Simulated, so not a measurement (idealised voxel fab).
process module | voxel transistor to metal
cross-section cut | 170 nm wide | cells 5 nm
A cross-section is a grid of square cells, given in bands from the top down. A band is one or more rows of cells.
Each band's line starts with the height of the band's top and of its bottom, in nm. Then come its materials from left to right, each with its width in nm. One material with "throughout" fills the band from edge to edge. "air" is empty space.
Height 0 is the level under which the wafer as received is all one material. The lowest band goes on downwards, as in "0 down".
A width such as "30 to 40" changes by the same amount from each row of cells to the next, from the band's top row to its bottom row.
"no change" after a step means that no cell of the cross-section changed.
closed voids: empty space of 8 cells or more with no open way to the top, each as width x height at its distance from the left edge, in nm
after a step's settings: what the simulator itself notes on the step
overlay nm, on a step with a mask: how far to the right of its planned place the mask lay; to the left if negative
plan
1 op RECEIVE | material Si
2 op OXIDIZE | depth nm 5
3 op CONFORMAL_DEP | material SiN | thk nm 10
4 op MASKED_ETCH | tone cover | mask id ACTIVE | width nm 100 | etch materials SiN | depth nm 10 | overlay nm 0
5 op MASKED_ETCH | tone cover | mask id ACTIVE | width nm 100 | etch materials SiO2 | depth nm 5 | overlay nm 0
6 op MASKED_ETCH | tone cover | mask id ACTIVE | width nm 100 | etch materials Si | depth nm 30 | overlay nm 0
7 op FILL_DEP | material SiO2 | thk nm 10
8 op CMP | height nm 10
9 op SELECTIVE_ETCH | etch materials SiO2 | depth nm 10
10 op STRIP | etch materials SiN
11 op SELECTIVE_ETCH | etch materials SiO2 | depth nm 5
12 op OXIDIZE | depth nm 5
13 op DIRECTIONAL_DEP | material polySi | thk nm 30
14 op DIRECTIONAL_DEP | material SiCN | thk nm 10
15 op PATTERN | tone cover | mask id GATE | material resist | width nm 30 | thk nm 15 | overlay nm 0
16 op DIRECTIONAL_ETCH | etch materials SiCN | depth nm 20
17 op DIRECTIONAL_ETCH | etch materials polySi | depth nm 40
18 op STRIP | etch materials resist
19 op CONFORMAL_DEP | material SiO2 | thk nm 5
20 op DIRECTIONAL_ETCH | etch materials SiO2 | depth nm 5
21 op CONFORMAL_DEP | material SiN | thk nm 10
22 op DIRECTIONAL_ETCH | etch materials SiN | depth nm 10
23 op DIRECTIONAL_ETCH | etch materials SiO2 | depth nm 5
24 op DIRECTIONAL_ETCH | etch materials Si | depth nm 10
25 op EPI | material nSi | thk nm 10
26 op FILL_DEP | material SiO2 | thk nm 10
27 op CMP | height nm 25
28 op STRIP | etch materials polySi
29 op SELECTIVE_ETCH | etch materials SiO2 | depth nm 5
30 op CONFORMAL_DEP | material HfO2 | thk nm 5
31 op CONFORMAL_DEP | material TiN | thk nm 5
32 op FILL_DEP | material W | thk nm 10
33 op CMP | height nm 20
34 op DIRECTIONAL_DEP | material SiO2 | thk nm 15
35 op PATTERN | tone open | mask id CONTACT | material resist | width nm 15 | pitch nm 75 | thk nm 20 | overlay nm 0
36 op DIRECTIONAL_ETCH | etch materials SiO2 | depth nm 45
37 op STRIP | etch materials resist
38 op CONFORMAL_DEP | material TiN | thk nm 5
39 op FILL_DEP | material W | thk nm 5
40 op CMP | height nm 35
41 op CONFORMAL_DEP | material SiN | thk nm 5
42 op DIRECTIONAL_DEP | material lowk | thk nm 20
43 op MASKED_ETCH | tone open | mask id METAL_1 | width nm 15 | pitch nm 75 | etch materials lowk | depth nm 20 | overlay nm 0
44 op MASKED_ETCH | tone open | mask id METAL_1 | width nm 15 | pitch nm 75 | etch materials SiN | depth nm 5 | overlay nm 0
45 op CONFORMAL_DEP | material TiN | thk nm 5
46 op FILL_DEP | material Ru | thk nm 10
47 op CMP | height nm 60
48 op EPI | material Ru | thk nm 5
49 op FILL_DEP | material SiCN | thk nm 5
50 op DIRECTIONAL_DEP | material lowk | thk nm 25
51 op MASKED_ETCH | tone open | mask id METAL_2 | width nm 15 | pitch nm 75 | etch materials lowk | depth nm 15 | overlay nm 0
52 op MASKED_ETCH | tone open | mask id METAL_2_HOLES | width nm 15 | pitch nm 75 | etch materials lowk | depth nm 10 | overlay nm 0
53 op MASKED_ETCH | tone open | mask id METAL_2_HOLES | width nm 15 | pitch nm 75 | etch materials SiCN | depth nm 5 | overlay nm 0
54 op CONFORMAL_DEP | material TiN | thk nm 5
55 op FILL_DEP | material Cu | thk nm 10
56 op CMP | height nm 95
57 op CONFORMAL_DEP | material SiCN | thk nm 5
first wafer, as planned
as received, after step 1
  0 down: Si throughout
  closed voids: none
after step 2
  0 to -5: SiO2 throughout
  below -5: unchanged
after step 3
  10 to 0: SiN throughout
  below 0: unchanged
after step 4
  10 to 0: air 35 | SiN 100 | air 35
  below 0: unchanged
after step 5
  10 to 0: air 35 | SiN 100 | air 35
  0 to -5: air 35 | SiO2 100 | air 35
  below -5: unchanged
after step 6
  10 to 0: air 35 | SiN 100 | air 35
  0 to -5: air 35 | SiO2 100 | air 35
  -5 to -35: air 35 | Si 100 | air 35
  below -35: unchanged
after step 7
  20 to 10: SiO2 throughout
  10 to 0: SiO2 35 | SiN 100 | SiO2 35
  0 to -5: SiO2 throughout
  -5 to -35: SiO2 35 | Si 100 | SiO2 35
  below -35: unchanged
after step 8
  10 to 0: SiO2 35 | SiN 100 | SiO2 35
  below 0: unchanged
after step 9
  10 to 0: air 35 | SiN 100 | air 35
  below 0: unchanged
after step 10
  0 to -5: SiO2 throughout
  below -5: unchanged
after step 11
  -5 to -35: SiO2 35 | Si 100 | SiO2 35
  below -35: unchanged
after step 12
  -5 to -10: SiO2 throughout
  below -10: unchanged
after step 13
  25 to -5: polySi throughout
  below -5: unchanged
after step 14
  35 to 25: SiCN throughout
  below 25: unchanged
after step 15
  50 to 35: air 70 | resist 30 | air 70
  below 35: unchanged
after step 16
  50 to 35: air 70 | resist 30 | air 70
  35 to 25: air 70 | SiCN 30 | air 70
  below 25: unchanged
after step 17
  50 to 35: air 70 | resist 30 | air 70
  35 to 25: air 70 | SiCN 30 | air 70
  25 to -5: air 70 | polySi 30 | air 70
  below -5: unchanged
after step 18
  35 to 25: air 70 | SiCN 30 | air 70
  below 25: unchanged
after step 19
  40 to 35: air 65 | SiO2 40 | air 65
  35 to 25: air 65 | SiO2 5 | SiCN 30 | SiO2 5 | air 65
  25 to 0: air 65 | SiO2 5 | polySi 30 | SiO2 5 | air 65
  0 to -5: SiO2 70 | polySi 30 | SiO2 70
  below -5: unchanged
after step 20
  35 to 25: air 65 | SiO2 5 | SiCN 30 | SiO2 5 | air 65
  25 to -5: air 65 | SiO2 5 | polySi 30 | SiO2 5 | air 65
  below -5: unchanged
after step 21
  45 to 35: air 55 | SiN 60 | air 55
  35 to 25: air 55 | SiN 10 | SiO2 5 | SiCN 30 | SiO2 5 | SiN 10 | air 55
  25 to 5: air 55 | SiN 10 | SiO2 5 | polySi 30 | SiO2 5 | SiN 10 | air 55
  5 to -5: SiN 65 | SiO2 5 | polySi 30 | SiO2 5 | SiN 65
  below -5: unchanged
after step 22
  35 to 25: air 55 | SiN 10 | SiO2 5 | SiCN 30 | SiO2 5 | SiN 10 | air 55
  25 to -5: air 55 | SiN 10 | SiO2 5 | polySi 30 | SiO2 5 | SiN 10 | air 55
  below -5: unchanged
after step 23
  35 to 30: air 55 | SiN 10 | air 5 | SiCN 30 | air 5 | SiN 10 | air 55
  30 to 25: air 55 | SiN 10 | SiO2 5 | SiCN 30 | SiO2 5 | SiN 10 | air 55
  25 to -5: air 55 | SiN 10 | SiO2 5 | polySi 30 | SiO2 5 | SiN 10 | air 55
  -5 to -10: air 55 | SiO2 60 | air 55
  below -10: unchanged
after step 24
  35 to 30: air 55 | SiN 10 | air 5 | SiCN 30 | air 5 | SiN 10 | air 55
  30 to 25: air 55 | SiN 10 | SiO2 5 | SiCN 30 | SiO2 5 | SiN 10 | air 55
  25 to -5: air 55 | SiN 10 | SiO2 5 | polySi 30 | SiO2 5 | SiN 10 | air 55
  -5 to -10: air 55 | SiO2 60 | air 55
  -10 to -20: SiO2 35 | air 20 | Si 60 | air 20 | SiO2 35
  below -20: unchanged
after step 25
  35 to 30: air 55 | SiN 10 | air 5 | SiCN 30 | air 5 | SiN 10 | air 55
  30 to 25: air 55 | SiN 10 | SiO2 5 | SiCN 30 | SiO2 5 | SiN 10 | air 55
  25 to 0: air 55 | SiN 10 | SiO2 5 | polySi 30 | SiO2 5 | SiN 10 | air 55
  0 to -5: air 45 | nSi 10 | SiN 10 | SiO2 5 | polySi 30 | SiO2 5 | SiN 10 | nSi 10 | air 45
  -5 to -10: air 45 | nSi 10 | SiO2 60 | nSi 10 | air 45
  -10 to -20: SiO2 35 | nSi 20 | Si 60 | nSi 20 | SiO2 35
  below -20: unchanged
after step 26
  45 to 35: SiO2 throughout
  35 to 25: SiO2 55 | SiN 10 | SiO2 5 | SiCN 30 | SiO2 5 | SiN 10 | SiO2 55
  25 to 0: SiO2 55 | SiN 10 | SiO2 5 | polySi 30 | SiO2 5 | SiN 10 | SiO2 55
  0 to -5: SiO2 45 | nSi 10 | SiN 10 | SiO2 5 | polySi 30 | SiO2 5 | SiN 10 | nSi 10 | SiO2 45
  -5 to -10: SiO2 45 | nSi 10 | SiO2 60 | nSi 10 | SiO2 45
  below -10: unchanged
after step 27
  25 to 0: SiO2 55 | SiN 10 | SiO2 5 | polySi 30 | SiO2 5 | SiN 10 | SiO2 55
  below 0: unchanged
after step 28
  25 to 0: SiO2 55 | SiN 10 | SiO2 5 | air 30 | SiO2 5 | SiN 10 | SiO2 55
  0 to -5: SiO2 45 | nSi 10 | SiN 10 | SiO2 5 | air 30 | SiO2 5 | SiN 10 | nSi 10 | SiO2 45
  below -5: unchanged
after step 29
  25 to 20: air 55 | SiN 10 | air 40 | SiN 10 | air 55
  20 to 0: SiO2 55 | SiN 10 | air 40 | SiN 10 | SiO2 55
  0 to -5: SiO2 45 | nSi 10 | SiN 10 | air 40 | SiN 10 | nSi 10 | SiO2 45
  -5 to -10: SiO2 45 | nSi 10 | SiO2 10 | air 40 | SiO2 10 | nSi 10 | SiO2 45
  below -10: unchanged
after step 30
  30 to 25: air 50 | HfO2 20 | air 30 | HfO2 20 | air 50
  25 to 20: HfO2 55 | SiN 10 | HfO2 5 | air 30 | HfO2 5 | SiN 10 | HfO2 55
  20 to 0: SiO2 55 | SiN 10 | HfO2 5 | air 30 | HfO2 5 | SiN 10 | SiO2 55
  0 to -5: SiO2 45 | nSi 10 | SiN 10 | HfO2 5 | air 30 | HfO2 5 | SiN 10 | nSi 10 | SiO2 45
  -5 to -10: SiO2 45 | nSi 10 | SiO2 10 | HfO2 40 | SiO2 10 | nSi 10 | SiO2 45
  below -10: unchanged
after step 31
  35 to 30: air 45 | TiN 30 | air 20 | TiN 30 | air 45
  30 to 25: TiN 50 | HfO2 20 | TiN 5 | air 20 | TiN 5 | HfO2 20 | TiN 50
  25 to 20: HfO2 55 | SiN 10 | HfO2 5 | TiN 5 | air 20 | TiN 5 | HfO2 5 | SiN 10 | HfO2 55
  20 to 0: SiO2 55 | SiN 10 | HfO2 5 | TiN 5 | air 20 | TiN 5 | HfO2 5 | SiN 10 | SiO2 55
  0 to -5: SiO2 45 | nSi 10 | SiN 10 | HfO2 5 | TiN 30 | HfO2 5 | SiN 10 | nSi 10 | SiO2 45
  below -5: unchanged
after step 32
  45 to 35: W throughout
  35 to 30: W 45 | TiN 30 | W 20 | TiN 30 | W 45
  30 to 25: TiN 50 | HfO2 20 | TiN 5 | W 20 | TiN 5 | HfO2 20 | TiN 50
  25 to 20: HfO2 55 | SiN 10 | HfO2 5 | TiN 5 | W 20 | TiN 5 | HfO2 5 | SiN 10 | HfO2 55
  20 to 0: SiO2 55 | SiN 10 | HfO2 5 | TiN 5 | W 20 | TiN 5 | HfO2 5 | SiN 10 | SiO2 55
  below 0: unchanged
after step 33
  20 to 0: SiO2 55 | SiN 10 | HfO2 5 | TiN 5 | W 20 | TiN 5 | HfO2 5 | SiN 10 | SiO2 55
  below 0: unchanged
after step 34
  35 to 20: SiO2 throughout
  below 20: unchanged
after step 35
  55 to 35: resist 40 | air 15 | resist 60 | air 15 | resist 40
  below 35: unchanged
after step 36
  55 to 35: resist 40 | air 15 | resist 60 | air 15 | resist 40
  35 to 20: SiO2 40 | air 15 | SiO2 60 | air 15 | SiO2 40
  20 to 0: SiO2 40 | air 15 | SiN 10 | HfO2 5 | TiN 5 | W 20 | TiN 5 | HfO2 5 | SiN 10 | air 15 | SiO2 40
  0 to -5: SiO2 40 | air 5 | nSi 10 | SiN 10 | HfO2 5 | TiN 30 | HfO2 5 | SiN 10 | nSi 10 | air 5 | SiO2 40
  -5 to -10: SiO2 40 | air 5 | nSi 10 | SiO2 10 | HfO2 40 | SiO2 10 | nSi 10 | air 5 | SiO2 40
  below -10: unchanged
after step 37
  35 to 20: SiO2 40 | air 15 | SiO2 60 | air 15 | SiO2 40
  below 20: unchanged
after step 38
  40 to 35: TiN 45 | air 5 | TiN 70 | air 5 | TiN 45
  35 to 20: SiO2 40 | TiN 5 | air 5 | TiN 5 | SiO2 60 | TiN 5 | air 5 | TiN 5 | SiO2 40
  20 to 5: SiO2 40 | TiN 5 | air 5 | TiN 5 | SiN 10 | HfO2 5 | TiN 5 | W 20 | TiN 5 | HfO2 5 | SiN 10 | TiN 5 | air 5 | TiN 5 | SiO2 40
  5 to 0: SiO2 40 | TiN 15 | SiN 10 | HfO2 5 | TiN 5 | W 20 | TiN 5 | HfO2 5 | SiN 10 | TiN 15 | SiO2 40
  0 to -5: SiO2 40 | TiN 5 | nSi 10 | SiN 10 | HfO2 5 | TiN 30 | HfO2 5 | SiN 10 | nSi 10 | TiN 5 | SiO2 40
  -5 to -10: SiO2 40 | TiN 5 | nSi 10 | SiO2 10 | HfO2 40 | SiO2 10 | nSi 10 | TiN 5 | SiO2 40
  below -10: unchanged
after step 39
  45 to 40: W throughout
  40 to 35: TiN 45 | W 5 | TiN 70 | W 5 | TiN 45
  35 to 20: SiO2 40 | TiN 5 | W 5 | TiN 5 | SiO2 60 | TiN 5 | W 5 | TiN 5 | SiO2 40
  20 to 5: SiO2 40 | TiN 5 | W 5 | TiN 5 | SiN 10 | HfO2 5 | TiN 5 | W 20 | TiN 5 | HfO2 5 | SiN 10 | TiN 5 | W 5 | TiN 5 | SiO2 40
  below 5: unchanged
after step 40
  35 to 20: SiO2 40 | TiN 5 | W 5 | TiN 5 | SiO2 60 | TiN 5 | W 5 | TiN 5 | SiO2 40
  below 20: unchanged
after step 41
  40 to 35: SiN throughout
  below 35: unchanged
after step 42
  60 to 40: lowk throughout
  below 40: unchanged
after step 43
  60 to 40: lowk 40 | air 15 | lowk 60 | air 15 | lowk 40
  below 40: unchanged
after step 44
  60 to 40: lowk 40 | air 15 | lowk 60 | air 15 | lowk 40
  40 to 35: SiN 40 | air 15 | SiN 60 | air 15 | SiN 40
  below 35: unchanged
after step 45
  65 to 60: TiN 45 | air 5 | TiN 70 | air 5 | TiN 45
  60 to 40: lowk 40 | TiN 5 | air 5 | TiN 5 | lowk 60 | TiN 5 | air 5 | TiN 5 | lowk 40
  40 to 35: SiN 40 | TiN 15 | SiN 60 | TiN 15 | SiN 40
  below 35: unchanged
after step 46
  75 to 65: Ru throughout
  65 to 60: TiN 45 | Ru 5 | TiN 70 | Ru 5 | TiN 45
  60 to 40: lowk 40 | TiN 5 | Ru 5 | TiN 5 | lowk 60 | TiN 5 | Ru 5 | TiN 5 | lowk 40
  below 40: unchanged
after step 47
  60 to 40: lowk 40 | TiN 5 | Ru 5 | TiN 5 | lowk 60 | TiN 5 | Ru 5 | TiN 5 | lowk 40
  below 40: unchanged
after step 48
  65 to 60: air 35 | Ru 25 | air 50 | Ru 25 | air 35
  below 60: unchanged
after step 49
  70 to 65: SiCN throughout
  65 to 60: SiCN 35 | Ru 25 | SiCN 50 | Ru 25 | SiCN 35
  below 60: unchanged
after step 50
  95 to 70: lowk throughout
  below 70: unchanged
after step 51
  95 to 80: lowk 40 | air 15 | lowk 60 | air 15 | lowk 40
  below 80: unchanged
after step 52
  95 to 70: lowk 40 | air 15 | lowk 60 | air 15 | lowk 40
  below 70: unchanged
after step 53
  95 to 70: lowk 40 | air 15 | lowk 60 | air 15 | lowk 40
  70 to 65: SiCN 40 | air 15 | SiCN 60 | air 15 | SiCN 40
  below 65: unchanged
after step 54
  100 to 95: TiN 45 | air 5 | TiN 70 | air 5 | TiN 45
  95 to 70: lowk 40 | TiN 5 | air 5 | TiN 5 | lowk 60 | TiN 5 | air 5 | TiN 5 | lowk 40
  70 to 65: SiCN 40 | TiN 15 | SiCN 60 | TiN 15 | SiCN 40
  below 65: unchanged
after step 55
  110 to 100: Cu throughout
  100 to 95: TiN 45 | Cu 5 | TiN 70 | Cu 5 | TiN 45
  95 to 70: lowk 40 | TiN 5 | Cu 5 | TiN 5 | lowk 60 | TiN 5 | Cu 5 | TiN 5 | lowk 40
  below 70: unchanged
after step 56
  95 to 70: lowk 40 | TiN 5 | Cu 5 | TiN 5 | lowk 60 | TiN 5 | Cu 5 | TiN 5 | lowk 40
  below 70: unchanged
after step 57
  100 to 95: SiCN throughout
  below 95: unchanged
second wafer: like start, like plan, one mistake. Through step 14 it matches the first wafer
when step 15 should have ended
  50 to 35: air 75 | resist 30 | air 65
  below 35: unchanged
when step 16 should have ended
  50 to 35: air 75 | resist 30 | air 65
  35 to 25: air 75 | SiCN 30 | air 65
  below 25: unchanged
when step 17 should have ended
  50 to 35: air 75 | resist 30 | air 65
  35 to 25: air 75 | SiCN 30 | air 65
  25 to -5: air 75 | polySi 30 | air 65
  below -5: unchanged
when step 18 should have ended
  35 to 25: air 75 | SiCN 30 | air 65
  below 25: unchanged
when step 19 should have ended
  40 to 35: air 70 | SiO2 40 | air 60
  35 to 25: air 70 | SiO2 5 | SiCN 30 | SiO2 5 | air 60
  25 to 0: air 70 | SiO2 5 | polySi 30 | SiO2 5 | air 60
  0 to -5: SiO2 75 | polySi 30 | SiO2 65
  below -5: unchanged
when step 20 should have ended
  35 to 25: air 70 | SiO2 5 | SiCN 30 | SiO2 5 | air 60
  25 to -5: air 70 | SiO2 5 | polySi 30 | SiO2 5 | air 60
  below -5: unchanged
when step 21 should have ended
  45 to 35: air 60 | SiN 60 | air 50
  35 to 25: air 60 | SiN 10 | SiO2 5 | SiCN 30 | SiO2 5 | SiN 10 | air 50
  25 to 5: air 60 | SiN 10 | SiO2 5 | polySi 30 | SiO2 5 | SiN 10 | air 50
  5 to -5: SiN 70 | SiO2 5 | polySi 30 | SiO2 5 | SiN 60
  below -5: unchanged
when step 22 should have ended
  35 to 25: air 60 | SiN 10 | SiO2 5 | SiCN 30 | SiO2 5 | SiN 10 | air 50
  25 to -5: air 60 | SiN 10 | SiO2 5 | polySi 30 | SiO2 5 | SiN 10 | air 50
  below -5: unchanged
when step 23 should have ended
  35 to 30: air 60 | SiN 10 | air 5 | SiCN 30 | air 5 | SiN 10 | air 50
  30 to 25: air 60 | SiN 10 | SiO2 5 | SiCN 30 | SiO2 5 | SiN 10 | air 50
  25 to -5: air 60 | SiN 10 | SiO2 5 | polySi 30 | SiO2 5 | SiN 10 | air 50
  -5 to -10: air 60 | SiO2 60 | air 50
  below -10: unchanged
when step 24 should have ended
  35 to 30: air 60 | SiN 10 | air 5 | SiCN 30 | air 5 | SiN 10 | air 50
  30 to 25: air 60 | SiN 10 | SiO2 5 | SiCN 30 | SiO2 5 | SiN 10 | air 50
  25 to -5: air 60 | SiN 10 | SiO2 5 | polySi 30 | SiO2 5 | SiN 10 | air 50
  -5 to -10: air 60 | SiO2 60 | air 50
  -10 to -20: SiO2 35 | air 25 | Si 60 | air 15 | SiO2 35
  below -20: unchanged
when step 25 should have ended
  35 to 30: air 60 | SiN 10 | air 5 | SiCN 30 | air 5 | SiN 10 | air 50
  30 to 25: air 60 | SiN 10 | SiO2 5 | SiCN 30 | SiO2 5 | SiN 10 | air 50
  25 to 0: air 60 | SiN 10 | SiO2 5 | polySi 30 | SiO2 5 | SiN 10 | air 50
  0 to -5: air 50 | nSi 10 | SiN 10 | SiO2 5 | polySi 30 | SiO2 5 | SiN 10 | nSi 10 | air 40
  -5 to -10: air 50 | nSi 10 | SiO2 60 | nSi 10 | air 40
  -10 to -20: SiO2 35 | nSi 25 | Si 60 | nSi 15 | SiO2 35
  below -20: unchanged
when step 26 should have ended
  45 to 35: SiO2 throughout
  35 to 25: SiO2 60 | SiN 10 | SiO2 5 | SiCN 30 | SiO2 5 | SiN 10 | SiO2 50
  25 to 0: SiO2 60 | SiN 10 | SiO2 5 | polySi 30 | SiO2 5 | SiN 10 | SiO2 50
  0 to -5: SiO2 50 | nSi 10 | SiN 10 | SiO2 5 | polySi 30 | SiO2 5 | SiN 10 | nSi 10 | SiO2 40
  -5 to -10: SiO2 50 | nSi 10 | SiO2 60 | nSi 10 | SiO2 40
  below -10: unchanged
when step 27 should have ended
  25 to 0: SiO2 60 | SiN 10 | SiO2 5 | polySi 30 | SiO2 5 | SiN 10 | SiO2 50
  below 0: unchanged
when step 28 should have ended
  25 to 0: SiO2 60 | SiN 10 | SiO2 5 | air 30 | SiO2 5 | SiN 10 | SiO2 50
  0 to -5: SiO2 50 | nSi 10 | SiN 10 | SiO2 5 | air 30 | SiO2 5 | SiN 10 | nSi 10 | SiO2 40
  below -5: unchanged
when step 29 should have ended
  25 to 20: air 60 | SiN 10 | air 40 | SiN 10 | air 50
  20 to 0: SiO2 60 | SiN 10 | air 40 | SiN 10 | SiO2 50
  0 to -5: SiO2 50 | nSi 10 | SiN 10 | air 40 | SiN 10 | nSi 10 | SiO2 40
  -5 to -10: SiO2 50 | nSi 10 | SiO2 10 | air 40 | SiO2 10 | nSi 10 | SiO2 40
  below -10: unchanged
when step 30 should have ended
  30 to 25: air 55 | HfO2 20 | air 30 | HfO2 20 | air 45
  25 to 20: HfO2 60 | SiN 10 | HfO2 5 | air 30 | HfO2 5 | SiN 10 | HfO2 50
  20 to 0: SiO2 60 | SiN 10 | HfO2 5 | air 30 | HfO2 5 | SiN 10 | SiO2 50
  0 to -5: SiO2 50 | nSi 10 | SiN 10 | HfO2 5 | air 30 | HfO2 5 | SiN 10 | nSi 10 | SiO2 40
  -5 to -10: SiO2 50 | nSi 10 | SiO2 10 | HfO2 40 | SiO2 10 | nSi 10 | SiO2 40
  below -10: unchanged
when step 31 should have ended
  35 to 30: air 50 | TiN 30 | air 20 | TiN 30 | air 40
  30 to 25: TiN 55 | HfO2 20 | TiN 5 | air 20 | TiN 5 | HfO2 20 | TiN 45
  25 to 20: HfO2 60 | SiN 10 | HfO2 5 | TiN 5 | air 20 | TiN 5 | HfO2 5 | SiN 10 | HfO2 50
  20 to 0: SiO2 60 | SiN 10 | HfO2 5 | TiN 5 | air 20 | TiN 5 | HfO2 5 | SiN 10 | SiO2 50
  0 to -5: SiO2 50 | nSi 10 | SiN 10 | HfO2 5 | TiN 30 | HfO2 5 | SiN 10 | nSi 10 | SiO2 40
  below -5: unchanged
when step 32 should have ended
  45 to 35: W throughout
  35 to 30: W 50 | TiN 30 | W 20 | TiN 30 | W 40
  30 to 25: TiN 55 | HfO2 20 | TiN 5 | W 20 | TiN 5 | HfO2 20 | TiN 45
  25 to 20: HfO2 60 | SiN 10 | HfO2 5 | TiN 5 | W 20 | TiN 5 | HfO2 5 | SiN 10 | HfO2 50
  20 to 0: SiO2 60 | SiN 10 | HfO2 5 | TiN 5 | W 20 | TiN 5 | HfO2 5 | SiN 10 | SiO2 50
  below 0: unchanged
when step 33 should have ended
  20 to 0: SiO2 60 | SiN 10 | HfO2 5 | TiN 5 | W 20 | TiN 5 | HfO2 5 | SiN 10 | SiO2 50
  below 0: unchanged
when step 34 should have ended
  35 to 20: SiO2 throughout
  below 20: unchanged
when step 35 should have ended
  55 to 35: resist 40 | air 15 | resist 60 | air 15 | resist 40
  below 35: unchanged
when step 36 should have ended
  55 to 35: resist 40 | air 15 | resist 60 | air 15 | resist 40
  35 to 20: SiO2 40 | air 15 | SiO2 60 | air 15 | SiO2 40
  20 to 0: SiO2 40 | air 15 | SiO2 5 | SiN 10 | HfO2 5 | TiN 5 | W 20 | TiN 5 | HfO2 5 | SiN 10 | air 10 | SiO2 40
  0 to -5: SiO2 40 | air 10 | nSi 10 | SiN 10 | HfO2 5 | TiN 30 | HfO2 5 | SiN 10 | nSi 10 | SiO2 40
  -5 to -10: SiO2 40 | air 10 | nSi 10 | SiO2 10 | HfO2 40 | SiO2 10 | nSi 10 | SiO2 40
  below -10: unchanged
when step 37 should have ended
  35 to 20: SiO2 40 | air 15 | SiO2 60 | air 15 | SiO2 40
  below 20: unchanged
when step 38 should have ended
  40 to 35: TiN 45 | air 5 | TiN 70 | air 5 | TiN 45
  35 to 25: SiO2 40 | TiN 5 | air 5 | TiN 5 | SiO2 60 | TiN 5 | air 5 | TiN 5 | SiO2 40
  25 to 20: SiO2 40 | TiN 5 | air 5 | TiN 5 | SiO2 60 | TiN 15 | SiO2 40
  20 to 5: SiO2 40 | TiN 5 | air 5 | TiN 5 | SiO2 5 | SiN 10 | HfO2 5 | TiN 5 | W 20 | TiN 5 | HfO2 5 | SiN 10 | TiN 10 | SiO2 40
  5 to 0: SiO2 40 | TiN 15 | SiO2 5 | SiN 10 | HfO2 5 | TiN 5 | W 20 | TiN 5 | HfO2 5 | SiN 10 | TiN 10 | SiO2 40
  0 to -5: SiO2 40 | TiN 10 | nSi 10 | SiN 10 | HfO2 5 | TiN 30 | HfO2 5 | SiN 10 | nSi 10 | SiO2 40
  -5 to -10: SiO2 40 | TiN 10 | nSi 10 | SiO2 10 | HfO2 40 | SiO2 10 | nSi 10 | SiO2 40
  below -10: unchanged
when step 39 should have ended
  45 to 40: W throughout
  40 to 35: TiN 45 | W 5 | TiN 70 | W 5 | TiN 45
  35 to 25: SiO2 40 | TiN 5 | W 5 | TiN 5 | SiO2 60 | TiN 5 | W 5 | TiN 5 | SiO2 40
  25 to 20: SiO2 40 | TiN 5 | W 5 | TiN 5 | SiO2 60 | TiN 15 | SiO2 40
  20 to 5: SiO2 40 | TiN 5 | W 5 | TiN 5 | SiO2 5 | SiN 10 | HfO2 5 | TiN 5 | W 20 | TiN 5 | HfO2 5 | SiN 10 | TiN 10 | SiO2 40
  below 5: unchanged
when step 40 should have ended
  35 to 25: SiO2 40 | TiN 5 | W 5 | TiN 5 | SiO2 60 | TiN 5 | W 5 | TiN 5 | SiO2 40
  below 25: unchanged
when step 41 should have ended
  40 to 35: SiN throughout
  below 35: unchanged
when step 42 should have ended
  60 to 40: lowk throughout
  below 40: unchanged
when step 43 should have ended
  60 to 40: lowk 40 | air 15 | lowk 60 | air 15 | lowk 40
  below 40: unchanged
when step 44 should have ended
  60 to 40: lowk 40 | air 15 | lowk 60 | air 15 | lowk 40
  40 to 35: SiN 40 | air 15 | SiN 60 | air 15 | SiN 40
  below 35: unchanged
when step 45 should have ended
  65 to 60: TiN 45 | air 5 | TiN 70 | air 5 | TiN 45
  60 to 40: lowk 40 | TiN 5 | air 5 | TiN 5 | lowk 60 | TiN 5 | air 5 | TiN 5 | lowk 40
  40 to 35: SiN 40 | TiN 15 | SiN 60 | TiN 15 | SiN 40
  below 35: unchanged
when step 46 should have ended
  75 to 65: Ru throughout
  65 to 60: TiN 45 | Ru 5 | TiN 70 | Ru 5 | TiN 45
  60 to 40: lowk 40 | TiN 5 | Ru 5 | TiN 5 | lowk 60 | TiN 5 | Ru 5 | TiN 5 | lowk 40
  below 40: unchanged
when step 47 should have ended
  60 to 40: lowk 40 | TiN 5 | Ru 5 | TiN 5 | lowk 60 | TiN 5 | Ru 5 | TiN 5 | lowk 40
  below 40: unchanged
when step 48 should have ended
  65 to 60: air 35 | Ru 25 | air 50 | Ru 25 | air 35
  below 60: unchanged
when step 49 should have ended
  70 to 65: SiCN throughout
  65 to 60: SiCN 35 | Ru 25 | SiCN 50 | Ru 25 | SiCN 35
  below 60: unchanged
when step 50 should have ended
  95 to 70: lowk throughout
  below 70: unchanged
when step 51 should have ended
  95 to 80: lowk 40 | air 15 | lowk 60 | air 15 | lowk 40
  below 80: unchanged
when step 52 should have ended
  95 to 70: lowk 40 | air 15 | lowk 60 | air 15 | lowk 40
  below 70: unchanged
when step 53 should have ended
  95 to 70: lowk 40 | air 15 | lowk 60 | air 15 | lowk 40
  70 to 65: SiCN 40 | air 15 | SiCN 60 | air 15 | SiCN 40
  below 65: unchanged
when step 54 should have ended
  100 to 95: TiN 45 | air 5 | TiN 70 | air 5 | TiN 45
  95 to 70: lowk 40 | TiN 5 | air 5 | TiN 5 | lowk 60 | TiN 5 | air 5 | TiN 5 | lowk 40
  70 to 65: SiCN 40 | TiN 15 | SiCN 60 | TiN 15 | SiCN 40
  below 65: unchanged
when step 55 should have ended
  110 to 100: Cu throughout
  100 to 95: TiN 45 | Cu 5 | TiN 70 | Cu 5 | TiN 45
  95 to 70: lowk 40 | TiN 5 | Cu 5 | TiN 5 | lowk 60 | TiN 5 | Cu 5 | TiN 5 | lowk 40
  below 70: unchanged
when step 56 should have ended
  95 to 70: lowk 40 | TiN 5 | Cu 5 | TiN 5 | lowk 60 | TiN 5 | Cu 5 | TiN 5 | lowk 40
  below 70: unchanged
when step 57 should have ended
  100 to 95: SiCN throughout
  below 95: unchanged
what went wrong: step 15 ran as: op PATTERN | tone cover | mask id GATE | material resist | width nm 30 | thk nm 15 | overlay nm 5
at the end the second wafer has, in cells: 4 more of SiO2 | 4 fewer of W
